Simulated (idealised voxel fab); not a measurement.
You're looking at the process module voxel transistor to metal.
It is cross-section cut that appears here, measuring 205 nm in width, its square cells being 5 nm in size.
Cross-section = grid of square cells, listed top down in bands; band = one or more rows. A band entry consists of two parts. The first gives the height of the band's top and the height of its bottom, in nm. The rest lists the band's materials from left to right, each with its width in nm. A single material labelled with the word "full width" fills the band from edge to edge, and the word "air" marks empty space. A quick word on heights: they are counted from 0, and under that level the wafer as it came to us is one material throughout. The lowest band is different from the rest in having no bottom; it simply continues downward, written as in "z 0 and below". Width "30 to 40": first value at the band's top row of cells, second value at its bottom row, equal change from row to row. You'll sometimes find "identical to before" written for a step, and that's the way of saying that nowhere in the cross-section did a cell change during that step. For the entry "Encapsulated voids", the listed items are empty spaces with no open way to the top whose size is 8 cells or more; each item follows the pattern width x height at distance, where distance is from the left edge and all three are in nm. Step line, after settings: the simulator's comment on this step. "overlay nm", when on a step's line for a step with a mask, measures how far to the right of its planned place the mask lay; a negative measure means to the left.
LISTED BELOW ARE THE PROCESS STEPS AS PLANNED
1,RECEIVE, material Si
2,CONFORMAL_DEP, material SiO2, thk nm 5
3,CONFORMAL_DEP, material SiN, thk nm 15
4,PATTERN, tone cover, mask id ACTIVE, material resist, width nm 115, thk nm 15, overlay nm 0
5,DIRECTIONAL_ETCH, etch materials SiN, depth nm 15
6,DIRECTIONAL_ETCH, etch materials SiO2, depth nm 5
7,DIRECTIONAL_ETCH, etch materials Si, depth nm 35
8,STRIP, etch materials resist
9,OXIDIZE, depth nm 5
10,FILL_DEP, material SiO2, thk nm 5
11,CMP, height nm 20
12,SELECTIVE_ETCH, etch materials SiO2, depth nm 10
13,STRIP, etch materials SiN
14,SELECTIVE_ETCH, etch materials SiO2, depth nm 5
15,OXIDIZE, depth nm 5
16,DIRECTIONAL_DEP, material polySi, thk nm 20
17,DIRECTIONAL_DEP, material SiCN, thk nm 15
18,PATTERN, tone cover, mask id GATE, material resist, width nm 35, thk nm 15, overlay nm 0
19,DIRECTIONAL_ETCH, etch materials SiCN, depth nm 25
20,DIRECTIONAL_ETCH, etch materials polySi, depth nm 30
21,STRIP, etch materials resist
22,CONFORMAL_DEP, material SiN, thk nm 5
23,DIRECTIONAL_ETCH, etch materials SiN, depth nm 5
24,DIRECTIONAL_ETCH, etch materials SiO2, depth nm 5
25,DIRECTIONAL_ETCH, etch materials Si, depth nm 5
26,EPI, material nSi, thk nm 10
27,FILL_DEP, material SiO2, thk nm 10
28,CMP, height nm 20
29,STRIP, etch materials polySi
30,SELECTIVE_ETCH, etch materials SiO2, depth nm 5
31,CONFORMAL_DEP, material HfO2, thk nm 5
32,CONFORMAL_DEP, material TiN, thk nm 5
33,FILL_DEP, material W, thk nm 5
34,CMP, height nm 15
35,DIRECTIONAL_DEP, material SiO2, thk nm 10
36,MASKED_ETCH, tone open, mask id CONTACT, width nm 20, pitch nm 85, etch materials SiO2, depth nm 25, overlay nm 0
37,CONFORMAL_DEP, material TiN, thk nm 5
38,FILL_DEP, material Ru, thk nm 5
39,CMP, height nm 25
40,CONFORMAL_DEP, material SiCN, thk nm 5
41,DIRECTIONAL_DEP, material lowk, thk nm 25
42,MASKED_ETCH, tone open, mask id METAL_1, width nm 20, pitch nm 85, etch materials lowk, depth nm 25, overlay nm 0
43,MASKED_ETCH, tone open, mask id METAL_1, width nm 20, pitch nm 85, etch materials SiCN, depth nm 5, overlay nm 0
44,CONFORMAL_DEP, material TiN, thk nm 5
45,FILL_DEP, material Cu, thk nm 5
46,CMP, height nm 55
47,CONFORMAL_DEP, material SiCN, thk nm 5
48,DIRECTIONAL_DEP, material lowk, thk nm 30
49,DIRECTIONAL_DEP, material aC, thk nm 10
50,PATTERN, tone open, mask id METAL_2_HOLES, material resist, width nm 15, pitch nm 85, thk nm 25, overlay nm 0
51,DIRECTIONAL_ETCH, etch materials aC, depth nm 10
52,STRIP, etch materials resist
53,DIRECTIONAL_ETCH, etch materials lowk, depth nm 30
54,STRIP, etch materials aC
55,DIRECTIONAL_DEP, material aC, thk nm 10
56,PATTERN, tone open, mask id METAL_2, material resist, width nm 20, pitch nm 85, thk nm 25, overlay nm 0
57,DIRECTIONAL_ETCH, etch materials aC, depth nm 10
58,STRIP, etch materials resist
59,DIRECTIONAL_ETCH, etch materials lowk, depth nm 15
60,DIRECTIONAL_ETCH, etch materials SiCN, depth nm 5
61,STRIP, etch materials aC
62,CONFORMAL_DEP, material TiN, thk nm 5
63,FILL_DEP, material Cu, thk nm 5
64,CMP, height nm 90
65,CONFORMAL_DEP, material SiN, thk nm 5
OF TWO WAFERS, THE FIRST: RUN ACCORDING TO PLAN
DELIVERED WAFER IN CROSS-SECTION: STATE AFTER STEP 1
z 0 and below | Si full width
Encapsulated voids: none
CROSS-SECTION: WAFER STATE AFTER STEP 2
z 5 to 0 | SiO2 full width
Below 0, the layers are the same as they were.
CROSS-SECTION: WAFER STATE AFTER STEP 3
z 20 to 5 | SiN full width
Below 5, the layers are the same as they were.
CROSS-SECTION: WAFER STATE AFTER STEP 4
z 35 to 20 | 45 of air  115 of resist  45 of air
Below 20, the layers are the same as they were.
CROSS-SECTION: WAFER STATE AFTER STEP 5
z 35 to 20 | 45 of air  115 of resist  45 of air
z 20 to 5 | 45 of air  115 of SiN  45 of air
Below 5, the layers are the same as they were.
CROSS-SECTION: WAFER STATE AFTER STEP 6
z 35 to 20 | 45 of air  115 of resist  45 of air
z 20 to 5 | 45 of air  115 of SiN  45 of air
z 5 to 0 | 45 of air  115 of SiO2  45 of air
Below 0, the layers are the same as they were.
CROSS-SECTION: WAFER STATE AFTER STEP 7
z 35 to 20 | 45 of air  115 of resist  45 of air
z 20 to 5 | 45 of air  115 of SiN  45 of air
z 5 to 0 | 45 of air  115 of SiO2  45 of air
z 0 to -35 | 45 of air  115 of Si  45 of air
Below -35, the layers are the same as they were.
CROSS-SECTION: WAFER STATE AFTER STEP 8
z 20 to 5 | 45 of air  115 of SiN  45 of air
Below 5, the layers are the same as they were.
CROSS-SECTION: WAFER STATE AFTER STEP 9
z 20 to 5 | 45 of air  115 of SiN  45 of air
z 5 to 0 | 45 of air  115 of SiO2  45 of air
z 0 to -35 | 45 of air  5 of SiO2  105 of Si  5 of SiO2  45 of air
z -35 to -40 | 50 of SiO2  105 of Si  50 of SiO2
Below -40, the layers are the same as they were.
CROSS-SECTION: WAFER STATE AFTER STEP 10
z 25 to 20 | SiO2 full width
z 20 to 5 | 45 of SiO2  115 of SiN  45 of SiO2
z 5 to 0 | SiO2 full width
z 0 to -40 | 50 of SiO2  105 of Si  50 of SiO2
Below -40, the layers are the same as they were.
CROSS-SECTION: WAFER STATE AFTER STEP 11
z 20 to 5 | 45 of SiO2  115 of SiN  45 of SiO2
Below 5, the layers are the same as they were.
CROSS-SECTION: WAFER STATE AFTER STEP 12
z 20 to 10 | 45 of air  115 of SiN  45 of air
Below 10, the layers are the same as they were.
CROSS-SECTION: WAFER STATE AFTER STEP 13
z 10 to 5 | 45 of SiO2  115 of air  45 of SiO2
Below 5, the layers are the same as they were.
CROSS-SECTION: WAFER STATE AFTER STEP 14
z 5 to 0 | 40 of SiO2  125 of air  40 of SiO2
Below 0, the layers are the same as they were.
CROSS-SECTION: WAFER STATE AFTER STEP 15
z 5 to 0 | 40 of SiO2  125 of air  40 of SiO2
z 0 to -5 | SiO2 full width
Below -5, the layers are the same as they were.
CROSS-SECTION: WAFER STATE AFTER STEP 16
z 25 to 20 | 40 of polySi  125 of air  40 of polySi
z 20 to 5 | polySi full width
z 5 to 0 | 40 of SiO2  125 of polySi  40 of SiO2
Below 0, the layers are the same as they were.
CROSS-SECTION: WAFER STATE AFTER STEP 17
z 40 to 35 | 40 of SiCN  125 of air  40 of SiCN
z 35 to 25 | SiCN full width
z 25 to 20 | 40 of polySi  125 of SiCN  40 of polySi
Below 20, the layers are the same as they were.
CROSS-SECTION: WAFER STATE AFTER STEP 18
z 55 to 40 | 85 of air  35 of resist  85 of air
z 40 to 35 | 40 of SiCN  45 of air  35 of resist  45 of air  40 of SiCN
Below 35, the layers are the same as they were.
CROSS-SECTION: WAFER STATE AFTER STEP 19
z 55 to 35 | 85 of air  35 of resist  85 of air
z 35 to 25 | 85 of air  35 of SiCN  85 of air
z 25 to 20 | 40 of polySi  45 of air  35 of SiCN  45 of air  40 of polySi
Below 20, the layers are the same as they were.
CROSS-SECTION: WAFER STATE AFTER STEP 20
z 55 to 35 | 85 of air  35 of resist  85 of air
z 35 to 20 | 85 of air  35 of SiCN  85 of air
z 20 to 5 | 85 of air  35 of polySi  85 of air
z 5 to 0 | 40 of SiO2  45 of air  35 of polySi  45 of air  40 of SiO2
Below 0, the layers are the same as they were.
CROSS-SECTION: WAFER STATE AFTER STEP 21
z 35 to 20 | 85 of air  35 of SiCN  85 of air
Below 20, the layers are the same as they were.
CROSS-SECTION: WAFER STATE AFTER STEP 22
z 40 to 35 | 80 of air  45 of SiN  80 of air
z 35 to 20 | 80 of air  5 of SiN  35 of SiCN  5 of SiN  80 of air
z 20 to 10 | 80 of air  5 of SiN  35 of polySi  5 of SiN  80 of air
z 10 to 5 | 45 of SiN  35 of air  5 of SiN  35 of polySi  5 of SiN  35 of air  45 of SiN
z 5 to 0 | 40 of SiO2  45 of SiN  35 of polySi  45 of SiN  40 of SiO2
Below 0, the layers are the same as they were.
CROSS-SECTION: WAFER STATE AFTER STEP 23
z 35 to 20 | 80 of air  5 of SiN  35 of SiCN  5 of SiN  80 of air
z 20 to 5 | 80 of air  5 of SiN  35 of polySi  5 of SiN  80 of air
z 5 to 0 | 40 of SiO2  5 of SiN  35 of air  5 of SiN  35 of polySi  5 of SiN  35 of air  5 of SiN  40 of SiO2
Below 0, the layers are the same as they were.
CROSS-SECTION: WAFER STATE AFTER STEP 24
z 35 to 20 | 80 of air  5 of SiN  35 of SiCN  5 of SiN  80 of air
z 20 to 5 | 80 of air  5 of SiN  35 of polySi  5 of SiN  80 of air
z 5 to 0 | 40 of air  5 of SiN  35 of air  5 of SiN  35 of polySi  5 of SiN  35 of air  5 of SiN  40 of air
z 0 to -5 | 45 of SiO2  35 of air  45 of SiO2  35 of air  45 of SiO2
Below -5, the layers are the same as they were.
CROSS-SECTION: WAFER STATE AFTER STEP 25
z 35 to 20 | 80 of air  5 of SiN  35 of SiCN  5 of SiN  80 of air
z 20 to 5 | 80 of air  5 of SiN  35 of polySi  5 of SiN  80 of air
z 5 to 0 | 40 of air  5 of SiN  35 of air  5 of SiN  35 of polySi  5 of SiN  35 of air  5 of SiN  40 of air
z 0 to -5 | 45 of SiO2  35 of air  45 of SiO2  35 of air  45 of SiO2
z -5 to -10 | 50 of SiO2  30 of air  45 of Si  30 of air  50 of SiO2
Below -10, the layers are the same as they were.
CROSS-SECTION: WAFER STATE AFTER STEP 26
z 35 to 20 | 80 of air  5 of SiN  35 of SiCN  5 of SiN  80 of air
z 20 to 5 | 80 of air  5 of SiN  35 of polySi  5 of SiN  80 of air
z 5 to 0 | 40 of air  5 of SiN  25 of air  10 of nSi  5 of SiN  35 of polySi  5 of SiN  10 of nSi  25 of air  5 of SiN  40 of air
z 0 to -5 | 45 of SiO2  35 of nSi  45 of SiO2  35 of nSi  45 of SiO2
z -5 to -10 | 50 of SiO2  30 of nSi  45 of Si  30 of nSi  50 of SiO2
Below -10, the layers are the same as they were.
CROSS-SECTION: WAFER STATE AFTER STEP 27
z 45 to 35 | SiO2 full width
z 35 to 20 | 80 of SiO2  5 of SiN  35 of SiCN  5 of SiN  80 of SiO2
z 20 to 5 | 80 of SiO2  5 of SiN  35 of polySi  5 of SiN  80 of SiO2
z 5 to 0 | 40 of SiO2  5 of SiN  25 of SiO2  10 of nSi  5 of SiN  35 of polySi  5 of SiN  10 of nSi  25 of SiO2  5 of SiN  40 of SiO2
Below 0, the layers are the same as they were.
CROSS-SECTION: WAFER STATE AFTER STEP 28
z 20 to 5 | 80 of SiO2  5 of SiN  35 of polySi  5 of SiN  80 of SiO2
Below 5, the layers are the same as they were.
CROSS-SECTION: WAFER STATE AFTER STEP 29
z 20 to 5 | 80 of SiO2  5 of SiN  35 of air  5 of SiN  80 of SiO2
z 5 to 0 | 40 of SiO2  5 of SiN  25 of SiO2  10 of nSi  5 of SiN  35 of air  5 of SiN  10 of nSi  25 of SiO2  5 of SiN  40 of SiO2
Below 0, the layers are the same as they were.
CROSS-SECTION: WAFER STATE AFTER STEP 30
z 20 to 15 | 80 of air  5 of SiN  35 of air  5 of SiN  80 of air
z 15 to 5 | 80 of SiO2  5 of SiN  35 of air  5 of SiN  80 of SiO2
z 5 to 0 | 40 of SiO2  5 of SiN  25 of SiO2  10 of nSi  5 of SiN  35 of air  5 of SiN  10 of nSi  25 of SiO2  5 of SiN  40 of SiO2
z 0 to -5 | 45 of SiO2  35 of nSi  45 of air  35 of nSi  45 of SiO2
Below -5, the layers are the same as they were.
CROSS-SECTION: WAFER STATE AFTER STEP 31
z 25 to 20 | 75 of air  15 of HfO2  25 of air  15 of HfO2  75 of air
z 20 to 15 | 80 of HfO2  5 of SiN  5 of HfO2  25 of air  5 of HfO2  5 of SiN  80 of HfO2
z 15 to 5 | 80 of SiO2  5 of SiN  5 of HfO2  25 of air  5 of HfO2  5 of SiN  80 of SiO2
z 5 to 0 | 40 of SiO2  5 of SiN  25 of SiO2  10 of nSi  5 of SiN  5 of HfO2  25 of air  5 of HfO2  5 of SiN  10 of nSi  25 of SiO2  5 of SiN  40 of SiO2
z 0 to -5 | 45 of SiO2  35 of nSi  45 of HfO2  35 of nSi  45 of SiO2
Below -5, the layers are the same as they were.
CROSS-SECTION: WAFER STATE AFTER STEP 32
z 30 to 25 | 70 of air  25 of TiN  15 of air  25 of TiN  70 of air
z 25 to 20 | 75 of TiN  15 of HfO2  5 of TiN  15 of air  5 of TiN  15 of HfO2  75 of TiN
z 20 to 15 | 80 of HfO2  5 of SiN  5 of HfO2  5 of TiN  15 of air  5 of TiN  5 of HfO2  5 of SiN  80 of HfO2
z 15 to 5 | 80 of SiO2  5 of SiN  5 of HfO2  5 of TiN  15 of air  5 of TiN  5 of HfO2  5 of SiN  80 of SiO2
z 5 to 0 | 40 of SiO2  5 of SiN  25 of SiO2  10 of nSi  5 of SiN  5 of HfO2  25 of TiN  5 of HfO2  5 of SiN  10 of nSi  25 of SiO2  5 of SiN  40 of SiO2
Below 0, the layers are the same as they were.
CROSS-SECTION: WAFER STATE AFTER STEP 33
z 35 to 30 | W full width
z 30 to 25 | 70 of W  25 of TiN  15 of W  25 of TiN  70 of W
z 25 to 20 | 75 of TiN  15 of HfO2  5 of TiN  15 of W  5 of TiN  15 of HfO2  75 of TiN
z 20 to 15 | 80 of HfO2  5 of SiN  5 of HfO2  5 of TiN  15 of W  5 of TiN  5 of HfO2  5 of SiN  80 of HfO2
z 15 to 5 | 80 of SiO2  5 of SiN  5 of HfO2  5 of TiN  15 of W  5 of TiN  5 of HfO2  5 of SiN  80 of SiO2
Below 5, the layers are the same as they were.
CROSS-SECTION: WAFER STATE AFTER STEP 34
z 15 to 5 | 80 of SiO2  5 of SiN  5 of HfO2  5 of TiN  15 of W  5 of TiN  5 of HfO2  5 of SiN  80 of SiO2
Below 5, the layers are the same as they were.
CROSS-SECTION: WAFER STATE AFTER STEP 35
z 25 to 15 | SiO2 full width
Below 15, the layers are the same as they were.
CROSS-SECTION: WAFER STATE AFTER STEP 36
z 25 to 15 | 50 of SiO2  20 of air  65 of SiO2  20 of air  50 of SiO2
z 15 to 5 | 50 of SiO2  20 of air  10 of SiO2  5 of SiN  5 of HfO2  5 of TiN  15 of W  5 of TiN  5 of HfO2  5 of SiN  10 of SiO2  20 of air  50 of SiO2
z 5 to 0 | 40 of SiO2  5 of SiN  5 of SiO2  20 of air  10 of nSi  5 of SiN  5 of HfO2  25 of TiN  5 of HfO2  5 of SiN  10 of nSi  20 of air  5 of SiO2  5 of SiN  40 of SiO2
Below 0, the layers are the same as they were.
CROSS-SECTION: WAFER STATE AFTER STEP 37
z 30 to 25 | 55 of TiN  10 of air  75 of TiN  10 of air  55 of TiN
z 25 to 15 | 50 of SiO2  5 of TiN  10 of air  5 of TiN  65 of SiO2  5 of TiN  10 of air  5 of TiN  50 of SiO2
z 15 to 5 | 50 of SiO2  5 of TiN  10 of air  5 of TiN  10 of SiO2  5 of SiN  5 of HfO2  5 of TiN  15 of W  5 of TiN  5 of HfO2  5 of SiN  10 of SiO2  5 of TiN  10 of air  5 of TiN  50 of SiO2
z 5 to 0 | 40 of SiO2  5 of SiN  5 of SiO2  20 of TiN  10 of nSi  5 of SiN  5 of HfO2  25 of TiN  5 of HfO2  5 of SiN  10 of nSi  20 of TiN  5 of SiO2  5 of SiN  40 of SiO2
Below 0, the layers are the same as they were.
CROSS-SECTION: WAFER STATE AFTER STEP 38
z 35 to 30 | Ru full width
z 30 to 25 | 55 of TiN  10 of Ru  75 of TiN  10 of Ru  55 of TiN
z 25 to 15 | 50 of SiO2  5 of TiN  10 of Ru  5 of TiN  65 of SiO2  5 of TiN  10 of Ru  5 of TiN  50 of SiO2
z 15 to 5 | 50 of SiO2  5 of TiN  10 of Ru  5 of TiN  10 of SiO2  5 of SiN  5 of HfO2  5 of TiN  15 of W  5 of TiN  5 of HfO2  5 of SiN  10 of SiO2  5 of TiN  10 of Ru  5 of TiN  50 of SiO2
Below 5, the layers are the same as they were.
CROSS-SECTION: WAFER STATE AFTER STEP 39
z 25 to 15 | 50 of SiO2  5 of TiN  10 of Ru  5 of TiN  65 of SiO2  5 of TiN  10 of Ru  5 of TiN  50 of SiO2
Below 15, the layers are the same as they were.
CROSS-SECTION: WAFER STATE AFTER STEP 40
z 30 to 25 | SiCN full width
Below 25, the layers are the same as they were.
CROSS-SECTION: WAFER STATE AFTER STEP 41
z 55 to 30 | lowk full width
Below 30, the layers are the same as they were.
CROSS-SECTION: WAFER STATE AFTER STEP 42
z 55 to 30 | 50 of lowk  20 of air  65 of lowk  20 of air  50 of lowk
Below 30, the layers are the same as they were.
CROSS-SECTION: WAFER STATE AFTER STEP 43
z 55 to 30 | 50 of lowk  20 of air  65 of lowk  20 of air  50 of lowk
z 30 to 25 | 50 of SiCN  20 of air  65 of SiCN  20 of air  50 of SiCN
Below 25, the layers are the same as they were.
CROSS-SECTION: WAFER STATE AFTER STEP 44
z 60 to 55 | 55 of TiN  10 of air  75 of TiN  10 of air  55 of TiN
z 55 to 30 | 50 of lowk  5 of TiN  10 of air  5 of TiN  65 of lowk  5 of TiN  10 of air  5 of TiN  50 of lowk
z 30 to 25 | 50 of SiCN  20 of TiN  65 of SiCN  20 of TiN  50 of SiCN
Below 25, the layers are the same as they were.
CROSS-SECTION: WAFER STATE AFTER STEP 45
z 65 to 60 | Cu full width
z 60 to 55 | 55 of TiN  10 of Cu  75 of TiN  10 of Cu  55 of TiN
z 55 to 30 | 50 of lowk  5 of TiN  10 of Cu  5 of TiN  65 of lowk  5 of TiN  10 of Cu  5 of TiN  50 of lowk
Below 30, the layers are the same as they were.
CROSS-SECTION: WAFER STATE AFTER STEP 46
z 55 to 30 | 50 of lowk  5 of TiN  10 of Cu  5 of TiN  65 of lowk  5 of TiN  10 of Cu  5 of TiN  50 of lowk
Below 30, the layers are the same as they were.
CROSS-SECTION: WAFER STATE AFTER STEP 47
z 60 to 55 | SiCN full width
Below 55, the layers are the same as they were.
CROSS-SECTION: WAFER STATE AFTER STEP 48
z 90 to 60 | lowk full width
Below 60, the layers are the same as they were.
CROSS-SECTION: WAFER STATE AFTER STEP 49
z 100 to 90 | aC full width
Below 90, the layers are the same as they were.
CROSS-SECTION: WAFER STATE AFTER STEP 50
z 125 to 100 | 50 of resist  15 of air  70 of resist  15 of air  55 of resist
Below 100, the layers are the same as they were.
CROSS-SECTION: WAFER STATE AFTER STEP 51
z 115 to 100 | 50 of resist  15 of air  70 of resist  15 of air  55 of resist
z 100 to 90 | 50 of aC  15 of air  70 of aC  15 of air  55 of aC
Below 90, the layers are the same as they were.
CROSS-SECTION: WAFER STATE AFTER STEP 52
z 100 to 90 | 50 of aC  15 of air  70 of aC  15 of air  55 of aC
Below 90, the layers are the same as they were.
CROSS-SECTION: WAFER STATE AFTER STEP 53
z 100 to 90 | 50 of aC  15 of air  70 of aC  15 of air  55 of aC
z 90 to 60 | 50 of lowk  15 of air  70 of lowk  15 of air  55 of lowk
Below 60, the layers are the same as they were.
CROSS-SECTION: WAFER STATE AFTER STEP 54
z 90 to 60 | 50 of lowk  15 of air  70 of lowk  15 of air  55 of lowk
Below 60, the layers are the same as they were.
CROSS-SECTION: WAFER STATE AFTER STEP 55
z 100 to 90 | 50 of aC  15 of air  70 of aC  15 of air  55 of aC
z 90 to 70 | 50 of lowk  15 of air  70 of lowk  15 of air  55 of lowk
z 70 to 60 | 50 of lowk  15 of aC  70 of lowk  15 of aC  55 of lowk
Below 60, the layers are the same as they were.
CROSS-SECTION: WAFER STATE AFTER STEP 56
z 125 to 100 | 50 of resist  20 of air  65 of resist  20 of air  50 of resist
Below 100, the layers are the same as they were.
CROSS-SECTION: WAFER STATE AFTER STEP 57
z 115 to 100 | 50 of resist  20 of air  65 of resist  20 of air  50 of resist
z 100 to 90 | 50 of aC  20 of air  65 of aC  20 of air  50 of aC
z 90 to 60 | 50 of lowk  15 of air  70 of lowk  15 of air  55 of lowk
Below 60, the layers are the same as they were.
CROSS-SECTION: WAFER STATE AFTER STEP 58
z 100 to 90 | 50 of aC  20 of air  65 of aC  20 of air  50 of aC
Below 90, the layers are the same as they were.
CROSS-SECTION: WAFER STATE AFTER STEP 59
z 100 to 90 | 50 of aC  20 of air  65 of aC  20 of air  50 of aC
z 90 to 75 | 50 of lowk  20 of air  65 of lowk  20 of air  50 of lowk
Below 75, the layers are the same as they were.
CROSS-SECTION: WAFER STATE AFTER STEP 60
z 100 to 90 | 50 of aC  20 of air  65 of aC  20 of air  50 of aC
z 90 to 75 | 50 of lowk  20 of air  65 of lowk  20 of air  50 of lowk
z 75 to 60 | 50 of lowk  15 of air  70 of lowk  15 of air  55 of lowk
z 60 to 55 | 50 of SiCN  15 of air  70 of SiCN  15 of air  55 of SiCN
Below 55, the layers are the same as they were.
CROSS-SECTION: WAFER STATE AFTER STEP 61
z 90 to 75 | 50 of lowk  20 of air  65 of lowk  20 of air  50 of lowk
Below 75, the layers are the same as they were.
CROSS-SECTION: WAFER STATE AFTER STEP 62
z 95 to 90 | 55 of TiN  10 of air  75 of TiN  10 of air  55 of TiN
z 90 to 80 | 50 of lowk  5 of TiN  10 of air  5 of TiN  65 of lowk  5 of TiN  10 of air  5 of TiN  50 of lowk
z 80 to 75 | 50 of lowk  5 of TiN  5 of air  10 of TiN  65 of lowk  5 of TiN  5 of air  10 of TiN  50 of lowk
z 75 to 60 | 50 of lowk  5 of TiN  5 of air  5 of TiN  70 of lowk  5 of TiN  5 of air  5 of TiN  55 of lowk
z 60 to 55 | 50 of SiCN  15 of TiN  70 of SiCN  15 of TiN  55 of SiCN
Below 55, the layers are the same as they were.
CROSS-SECTION: WAFER STATE AFTER STEP 63
z 100 to 95 | Cu full width
z 95 to 90 | 55 of TiN  10 of Cu  75 of TiN  10 of Cu  55 of TiN
z 90 to 80 | 50 of lowk  5 of TiN  10 of Cu  5 of TiN  65 of lowk  5 of TiN  10 of Cu  5 of TiN  50 of lowk
z 80 to 75 | 50 of lowk  5 of TiN  5 of Cu  10 of TiN  65 of lowk  5 of TiN  5 of Cu  10 of TiN  50 of lowk
z 75 to 60 | 50 of lowk  5 of TiN  5 of Cu  5 of TiN  70 of lowk  5 of TiN  5 of Cu  5 of TiN  55 of lowk
Below 60, the layers are the same as they were.
CROSS-SECTION: WAFER STATE AFTER STEP 64
z 90 to 80 | 50 of lowk  5 of TiN  10 of Cu  5 of TiN  65 of lowk  5 of TiN  10 of Cu  5 of TiN  50 of lowk
Below 80, the layers are the same as they were.
CROSS-SECTION: WAFER STATE AFTER STEP 65
z 95 to 90 | SiN full width
Below 90, the layers are the same as they were.
THE REMAINING WAFER, SECOND OF THE TWO, STARTED LIKE THE FIRST AND WAS RUN TO THE SAME PLAN, EXCEPT THAT ONE MISTAKE WAS MADE ALONG THE WAY; THE TWO COINCIDE THROUGH STEP 55, INCLUSIVE
PLANNED END OF STEP 56: SECOND WAFER, CROSS-SECTION
z 125 to 100 | 50 of resist  25 of air  60 of resist  25 of air  45 of resist
Below 100, the layers are the same as they were.
PLANNED END OF STEP 57: SECOND WAFER, CROSS-SECTION
z 115 to 100 | 50 of resist  25 of air  60 of resist  25 of air  45 of resist
z 100 to 90 | 50 of aC  25 of air  60 of aC  25 of air  45 of aC
z 90 to 60 | 50 of lowk  15 of air  70 of lowk  15 of air  55 of lowk
Below 60, the layers are the same as they were.
PLANNED END OF STEP 58: SECOND WAFER, CROSS-SECTION
z 100 to 90 | 50 of aC  25 of air  60 of aC  25 of air  45 of aC
Below 90, the layers are the same as they were.
PLANNED END OF STEP 59: SECOND WAFER, CROSS-SECTION
z 100 to 90 | 50 of aC  25 of air  60 of aC  25 of air  45 of aC
z 90 to 75 | 50 of lowk  25 of air  60 of lowk  25 of air  45 of lowk
Below 75, the layers are the same as they were.
PLANNED END OF STEP 60: SECOND WAFER, CROSS-SECTION
z 100 to 90 | 50 of aC  25 of air  60 of aC  25 of air  45 of aC
z 90 to 75 | 50 of lowk  25 of air  60 of lowk  25 of air  45 of lowk
z 75 to 60 | 50 of lowk  15 of air  70 of lowk  15 of air  55 of lowk
z 60 to 55 | 50 of SiCN  15 of air  70 of SiCN  15 of air  55 of SiCN
Below 55, the layers are the same as they were.
PLANNED END OF STEP 61: SECOND WAFER, CROSS-SECTION
z 90 to 75 | 50 of lowk  25 of air  60 of lowk  25 of air  45 of lowk
Below 75, the layers are the same as they were.
PLANNED END OF STEP 62: SECOND WAFER, CROSS-SECTION
z 95 to 90 | 55 of TiN  15 of air  70 of TiN  15 of air  50 of TiN
z 90 to 80 | 50 of lowk  5 of TiN  15 of air  5 of TiN  60 of lowk  5 of TiN  15 of air  5 of TiN  45 of lowk
z 80 to 75 | 50 of lowk  5 of TiN  5 of air  15 of TiN  60 of lowk  5 of TiN  5 of air  15 of TiN  45 of lowk
z 75 to 60 | 50 of lowk  5 of TiN  5 of air  5 of TiN  70 of lowk  5 of TiN  5 of air  5 of TiN  55 of lowk
z 60 to 55 | 50 of SiCN  15 of TiN  70 of SiCN  15 of TiN  55 of SiCN
Below 55, the layers are the same as they were.
PLANNED END OF STEP 63: SECOND WAFER, CROSS-SECTION
z 100 to 95 | Cu full width
z 95 to 90 | 55 of TiN  15 of Cu  70 of TiN  15 of Cu  50 of TiN
z 90 to 80 | 50 of lowk  5 of TiN  15 of Cu  5 of TiN  60 of lowk  5 of TiN  15 of Cu  5 of TiN  45 of lowk
z 80 to 75 | 50 of lowk  5 of TiN  5 of Cu  15 of TiN  60 of lowk  5 of TiN  5 of Cu  15 of TiN  45 of lowk
z 75 to 60 | 50 of lowk  5 of TiN  5 of Cu  5 of TiN  70 of lowk  5 of TiN  5 of Cu  5 of TiN  55 of lowk
Below 60, the layers are the same as they were.
PLANNED END OF STEP 64: SECOND WAFER, CROSS-SECTION
z 90 to 80 | 50 of lowk  5 of TiN  15 of Cu  5 of TiN  60 of lowk  5 of TiN  15 of Cu  5 of TiN  45 of lowk
Below 80, the layers are the same as they were.
PLANNED END OF STEP 65: SECOND WAFER, CROSS-SECTION
z 95 to 90 | SiN full width
Below 90, the layers are the same as they were.
So what did we get wrong on this run? heads up, step 56 didn't go per plan, it actually ran as PATTERN, tone open, mask id METAL_2, material resist, width nm 25, pitch nm 85, thk nm 25, overlay nm 0
Heads up, by the end the second wafer has more or fewer cells of some materials compared to the first: Cu +4, TiN +2, lowk -6
